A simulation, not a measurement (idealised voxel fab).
The process module presented herein is designated voxel transistor to metal.
Pictured: cross-section cut, 265 nm wide, on a grid of 5 nm square cells.
For the purposes of this document, a cross-section shall be understood as a grid of square cells, specified as bands listed in top-to-bottom order, each band consisting of one or more rows of cells. Look at the band entry: it leads with the top's height and the bottom's height in nm. Then it lists the materials left to right, with a width in nm for each. The word "throughout" on a single material says that material fills the band edge to edge. The word "blank" is empty space. Height is counted from the level 0, under which the received wafer is composed throughout of one material. The lowest of the bands is not closed at the bottom but continues downward, in the notation "0 nm and below". Read "30 to 40" as a graded width: first number on top, second number at the bottom, same change between each pair of neighbouring rows. "stayed the same" for a step: no cell of the cross-section changed in that step. In the "Enclosed internal voids" entry, you get each enclosed empty space of 8 cells or more, one with no open way to the top, written width x height at distance, distance from the left edge, in nm. Step line, after settings: the simulator's comment on this step. The line of a step may include "overlay nm". On a step with a mask, this value is how far to the right of its planned place the mask lay. A negative value means the mask lay to the left.
### So here's the lineup of process steps we planned
1: RECEIVE: material Si
2: CONFORMAL_DEP: material SiO2, thk nm 5
3: CONFORMAL_DEP: material SiN, thk nm 10
4: PATTERN: tone cover, mask id ACTIVE, material resist, width nm 105, pitch nm 125, thk nm 15, overlay nm 0
5: DIRECTIONAL_ETCH: etch materials SiN, depth nm 10
6: DIRECTIONAL_ETCH: etch materials SiO2, depth nm 5
7: DIRECTIONAL_ETCH: etch materials Si, depth nm 35
8: STRIP: etch materials resist
9: OXIDIZE: depth nm 5
10: FILL_DEP: material SiO2, thk nm 15
11: CMP: height nm 15
12: SELECTIVE_ETCH: etch materials SiO2, depth nm 5
13: STRIP: etch materials SiN
14: SELECTIVE_ETCH: etch materials SiO2, depth nm 5
15: OXIDIZE: depth nm 5
16: DIRECTIONAL_DEP: material polySi, thk nm 20
17: DIRECTIONAL_DEP: material SiCN, thk nm 15
18: PATTERN: tone cover, mask id GATE, material resist, width nm 25, pitch nm 125, thk nm 20, overlay nm 0
19: DIRECTIONAL_ETCH: etch materials SiCN, depth nm 25
20: DIRECTIONAL_ETCH: etch materials polySi, depth nm 30
21: STRIP: etch materials resist
22: CONFORMAL_DEP: material SiO2, thk nm 5
23: DIRECTIONAL_ETCH: etch materials SiO2, depth nm 5
24: CONFORMAL_DEP: material SiN, thk nm 5
25: DIRECTIONAL_ETCH: etch materials SiN, depth nm 5
26: DIRECTIONAL_ETCH: etch materials SiO2, depth nm 5
27: DIRECTIONAL_ETCH: etch materials Si, depth nm 15
28: EPI: material pSi, thk nm 20
29: FILL_DEP: material SiO2, thk nm 5
30: CMP: height nm 35
31: DIRECTIONAL_DEP: material SiO2, thk nm 15
32: MASKED_ETCH: tone open, mask id CONTACT, width nm 30, etch materials SiO2, depth nm 50, overlay nm 0
33: CONFORMAL_DEP: material TiN, thk nm 5
34: FILL_DEP: material W, thk nm 5
35: CMP: height nm 50
36: CONFORMAL_DEP: material SiCN, thk nm 5
37: DIRECTIONAL_DEP: material lowk, thk nm 20
38: MASKED_ETCH: tone open, mask id METAL_1, width nm 20, etch materials lowk, depth nm 20, overlay nm 0
39: MASKED_ETCH: tone open, mask id METAL_1, width nm 20, etch materials SiCN, depth nm 5, overlay nm 0
40: CONFORMAL_DEP: material TiN, thk nm 5
41: FILL_DEP: material Cu, thk nm 5
42: CMP: height nm 75
43: CONFORMAL_DEP: material SiCN, thk nm 5
44: DIRECTIONAL_DEP: material lowk, thk nm 35
45: PATTERN: tone open, mask id METAL_2_HOLES, material resist, width nm 15, pitch nm 125, thk nm 15, overlay nm 0
46: DIRECTIONAL_ETCH: etch materials lowk, depth nm 35
47: STRIP: etch materials resist
48: DIRECTIONAL_DEP: material aC, thk nm 10
49: PATTERN: tone open, mask id METAL_2, material resist, width nm 20, pitch nm 125, thk nm 25, overlay nm 0
50: DIRECTIONAL_ETCH: etch materials aC, depth nm 10
51: STRIP: etch materials resist
52: DIRECTIONAL_ETCH: etch materials lowk, depth nm 20
53: DIRECTIONAL_ETCH: etch materials SiCN, depth nm 5
54: STRIP: etch materials aC
55: CONFORMAL_DEP: material TiN, thk nm 5
56: FILL_DEP: material Cu, thk nm 10
57: CMP: height nm 115
58: CONFORMAL_DEP: material SiN, thk nm 5
### Wafer as received: cross-section following step 1
	0 nm and below = Si throughout
	Enclosed internal voids: none
### This is how the wafer looks in cross-section once the module is done, given the starting state and plan above and one mistake in carrying the plan out
	120 nm to 115 nm = SiN throughout
	115 nm to 100 nm = lowk (20), then TiN (5), then Cu (10), then TiN (5), then lowk (105), then TiN (5), then Cu (10), then TiN (5), then lowk (100)
	100 nm to 95 nm = lowk (20), then TiN (5), then Cu (5), then TiN (10), then lowk (105), then TiN (5), then Cu (5), then TiN (10), then lowk (100)
	95 nm to 80 nm = lowk (20), then TiN (5), then Cu (5), then TiN (5), then lowk (110), then TiN (5), then Cu (5), then TiN (5), then lowk (105)
	80 nm to 75 nm = SiCN (20), then TiN (15), then SiCN (110), then TiN (15), then SiCN (105)
	75 nm to 55 nm = lowk (20), then TiN (5), then Cu (10), then TiN (5), then lowk (55), then TiN (5), then Cu (10), then TiN (5), then lowk (30), then TiN (5), then Cu (10), then TiN (5), then lowk (55), then TiN (5), then Cu (10), then TiN (5), then lowk (25)
	55 nm to 50 nm = SiCN (20), then TiN (20), then SiCN (55), then TiN (20), then SiCN (30), then TiN (20), then SiCN (55), then TiN (20), then SiCN (25)
	50 nm to 40 nm = SiO2 (15), then TiN (5), then W (30), then TiN (5), then SiO2 (25), then TiN (5), then W (30), then TiN (5), then SiO2 (20), then TiN (5), then W (30), then TiN (5), then SiO2 (25), then TiN (5), then W (30), then TiN (5), then SiO2 (20)
	40 nm to 35 nm = SiO2 (15), then TiN (5), then W (20), then TiN (15), then SiO2 (25), then TiN (15), then W (20), then TiN (5), then SiO2 (20), then TiN (5), then W (20), then TiN (15), then SiO2 (25), then TiN (15), then W (20), then TiN (5), then SiO2 (20)
	35 nm to 20 nm = SiO2 (15), then TiN (5), then W (20), then TiN (5), then SiN (5), then TiN (5), then SiCN (25), then TiN (5), then SiN (5), then TiN (5), then W (20), then TiN (5), then SiO2 (20), then TiN (5), then W (20), then TiN (5), then SiN (5), then TiN (5), then SiCN (25), then TiN (5), then SiN (5), then TiN (5), then W (20), then TiN (5), then SiO2 (20)
	20 nm to 15 nm = SiO2 (15), then TiN (30), then SiN (5), then TiN (5), then polySi (25), then TiN (5), then SiN (5), then TiN (30), then SiO2 (20), then TiN (30), then SiN (5), then TiN (5), then polySi (25), then TiN (5), then SiN (5), then TiN (30), then SiO2 (20)
	15 nm to 5 nm = SiO2 (15), then TiN (10), then pSi (20), then SiN (5), then TiN (5), then polySi (25), then TiN (5), then SiN (5), then pSi (20), then TiN (10), then SiO2 (20), then TiN (10), then pSi (20), then SiN (5), then TiN (5), then polySi (25), then TiN (5), then SiN (5), then pSi (20), then TiN (10), then SiO2 (20)
	5 nm to 0 nm = SiO2 (15), then SiN (5), then TiN (5), then pSi (20), then SiN (5), then TiN (5), then polySi (25), then TiN (5), then SiN (5), then pSi (20), then TiN (5), then SiN (5), then SiO2 (20), then SiN (5), then TiN (5), then pSi (20), then SiN (5), then TiN (5), then polySi (25), then TiN (5), then SiN (5), then pSi (20), then TiN (5), then SiN (5), then SiO2 (20)
	0 nm to -5 nm = SiO2 (20), then pSi (25), then SiO2 (45), then pSi (25), then SiO2 (30), then pSi (25), then SiO2 (45), then pSi (25), then SiO2 (25)
	-5 nm to -20 nm = SiO2 (20), then pSi (25), then Si (45), then pSi (25), then SiO2 (30), then pSi (25), then Si (45), then pSi (25), then SiO2 (25)
	-20 nm to -40 nm = SiO2 (20), then Si (95), then SiO2 (30), then Si (95), then SiO2 (25)
	-40 nm and below = Si throughout
	Enclosed internal voids: none
Run error: step 32 was not run as planned; what actually ran was MASKED_ETCH: tone open, mask id CONTACT, width nm 40, etch materials SiO2, depth nm 50, overlay nm 0
